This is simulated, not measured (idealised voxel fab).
Title: Process Module voxel capacitor over wiring
The cross-section on display is named cut; it measures 155 nm wide, and its cells are 5 nm squares.
Square cells in a grid make up a cross-section in this document, and the grid is given as bands, listed from the top down, each one or more rows of cells.
Per band: top height and bottom height in nm, followed by the left-to-right materials and their widths in nm; "all across" marks a single material spanning edge to edge, "air" marks empty space.
Counting heights begins at 0, where everything beneath is, in the wafer as received, one material. The lowest band has no bottom; it goes on downwards, as "0 down" shows.
It should be noted that a width expressed as "30->40" varies in equal increments from row to row of cells within the band, taking the value of the first number at the top row and that of the second number at the bottom row.
Step marked "no change"? Then no cell in the cross-section changed in it.
So "Closed void entries" is basically the list of trapped voids: any empty space of 8 cells or more that can't reach the top through an opening. They're written width x height at distance, the distance being from the left edge, and it's all nm.
Anything after a step's settings on that line? It's the simulator's own note about the step.
"overlay nm" denotes, for a step that has a mask, the displacement of the mask to the right of its planned place, with negative values corresponding to the left.

[List of planned process steps]
1) RECEIVE | material Si
2) CONFORMAL_DEP | material SiO2 | thk nm 15
3) CONFORMAL_DEP | material SiCN | thk nm 5
4) DIRECTIONAL_DEP | material lowk | thk nm 25
5) DIRECTIONAL_DEP | material aC | thk nm 10
6) PATTERN | tone open | mask id METAL_1 | material resist | width nm 20 | pitch nm 85 | thk nm 30 | overlay nm 0
7) DIRECTIONAL_ETCH | etch materials aC | depth nm 10
8) STRIP | etch materials resist
9) DIRECTIONAL_ETCH | etch materials lowk | depth nm 25
10) DIRECTIONAL_ETCH | etch materials SiCN | depth nm 5
11) STRIP | etch materials aC
12) CONFORMAL_DEP | material TiN | thk nm 5
13) FILL_DEP | material Cu | thk nm 5
14) CMP | height nm 45
15) CONFORMAL_DEP | material SiCN | thk nm 5
16) DIRECTIONAL_DEP | material lowk | thk nm 15
17) DIRECTIONAL_DEP | material aC | thk nm 10
18) PATTERN | tone open | mask id PLUG_1 | material resist | width nm 15 | thk nm 25 | overlay nm 0
19) DIRECTIONAL_ETCH | etch materials aC | depth nm 10
20) STRIP | etch materials resist
21) DIRECTIONAL_ETCH | etch materials lowk | depth nm 15
22) DIRECTIONAL_ETCH | etch materials SiCN | depth nm 5
23) STRIP | etch materials aC
24) EPI | material Ru | thk nm 10
25) EPI | material Ru | thk nm 10
26) DIRECTIONAL_DEP | material TiN | thk nm 5
27) DIRECTIONAL_DEP | material HfO2 | thk nm 5
28) DIRECTIONAL_DEP | material TiN | thk nm 10
29) MASKED_ETCH | tone cover | mask id UPPER_PLATE | width nm 70 | etch materials TiN | depth nm 10 | overlay nm 0
30) MASKED_ETCH | tone cover | mask id UPPER_PLATE | width nm 70 | etch materials HfO2 | depth nm 5 | overlay nm 0
31) PATTERN | tone cover | mask id LOWER_PLATE | material resist | width nm 80 | thk nm 15 | overlay nm 0
32) DIRECTIONAL_ETCH | etch materials TiN | depth nm 5
33) STRIP | etch materials resist
34) FILL_DEP | material SiO2 | thk nm 15
35) CMP | height nm 95
36) DIRECTIONAL_DEP | material aC | thk nm 10
37) PATTERN | tone open | mask id PLUG_2 | material resist | width nm 15 | thk nm 30 | overlay nm 0
38) DIRECTIONAL_ETCH | etch materials aC | depth nm 10
39) STRIP | etch materials resist
40) DIRECTIONAL_ETCH | etch materials SiO2 | depth nm 10
41) STRIP | etch materials aC
42) CONFORMAL_DEP | material TiN | thk nm 5
43) FILL_DEP | material W | thk nm 10
44) CMP | height nm 95
45) CONFORMAL_DEP | material SiCN | thk nm 5

[Shown in cross-section is the wafer as received, that is, as it stands after step 1]
- 0 down | Si all across
- Closed void entries: none

[First of two wafers at the end of the module, shown in cross-section; run carried out as planned]
- 100 to 95 | SiCN all across
- 95 to 90 | SiO2 40 nm, then TiN 5 nm, then W 5 nm, then TiN 5 nm, then SiO2 100 nm
- 90 to 85 | SiO2 40 nm, then TiN 15 nm, then SiO2 100 nm
- 85 to 75 | SiO2 30 nm, then TiN 70 nm, then SiO2 55 nm
- 75 to 70 | SiO2 30 nm, then HfO2 70 nm, then SiO2 55 nm
- 70 to 65 | SiO2 25 nm, then TiN 80 nm, then SiO2 50 nm
- 65 to 50 | lowk 30 nm, then Ru 15 nm, then lowk 110 nm
- 50 to 45 | SiCN 30 nm, then Ru 15 nm, then SiCN 110 nm
- 45 to 20 | lowk 25 nm, then TiN 5 nm, then Cu 10 nm, then TiN 5 nm, then lowk 65 nm, then TiN 5 nm, then Cu 10 nm, then TiN 5 nm, then lowk 25 nm
- 20 to 15 | SiCN 25 nm, then TiN 20 nm, then SiCN 65 nm, then TiN 20 nm, then SiCN 25 nm
- 15 to 0 | SiO2 all across
- 0 down | Si all across
- Closed void entries: none

[second wafer at the end: like start, like plan, one mistake]
- 100 to 95 | SiCN all across
- 95 to 90 | SiO2 40 nm, then TiN 5 nm, then W 5 nm, then TiN 5 nm, then SiO2 100 nm
- 90 to 85 | SiO2 40 nm, then TiN 15 nm, then SiO2 100 nm
- 85 to 75 | SiO2 30 nm, then TiN 70 nm, then SiO2 55 nm
- 75 to 70 | SiO2 20 nm, then HfO2 80 nm, then SiO2 55 nm
- 70 to 65 | SiO2 20 nm, then TiN 85 nm, then SiO2 50 nm
- 65 to 50 | lowk 30 nm, then Ru 15 nm, then lowk 110 nm
- 50 to 45 | SiCN 30 nm, then Ru 15 nm, then SiCN 110 nm
- 45 to 20 | lowk 25 nm, then TiN 5 nm, then Cu 10 nm, then TiN 5 nm, then lowk 65 nm, then TiN 5 nm, then Cu 10 nm, then TiN 5 nm, then lowk 25 nm
- 20 to 15 | SiCN 25 nm, then TiN 20 nm, then SiCN 65 nm, then TiN 20 nm, then SiCN 25 nm
- 15 to 0 | SiO2 all across
- 0 down | Si all across
- Closed void entries: none
What broke from the plan during processing? step 30 ran differently from the plan; actual operation with settings: MASKED_ETCH | tone cover | mask id UPPER_PLATE | width nm 70 | etch materials HfO2 | depth nm 5 | overlay nm -10
Wrapping up, a cell-based count of both wafers puts the second over or under the first for these materials: HfO2 +2 | SiO2 -3 | TiN +1
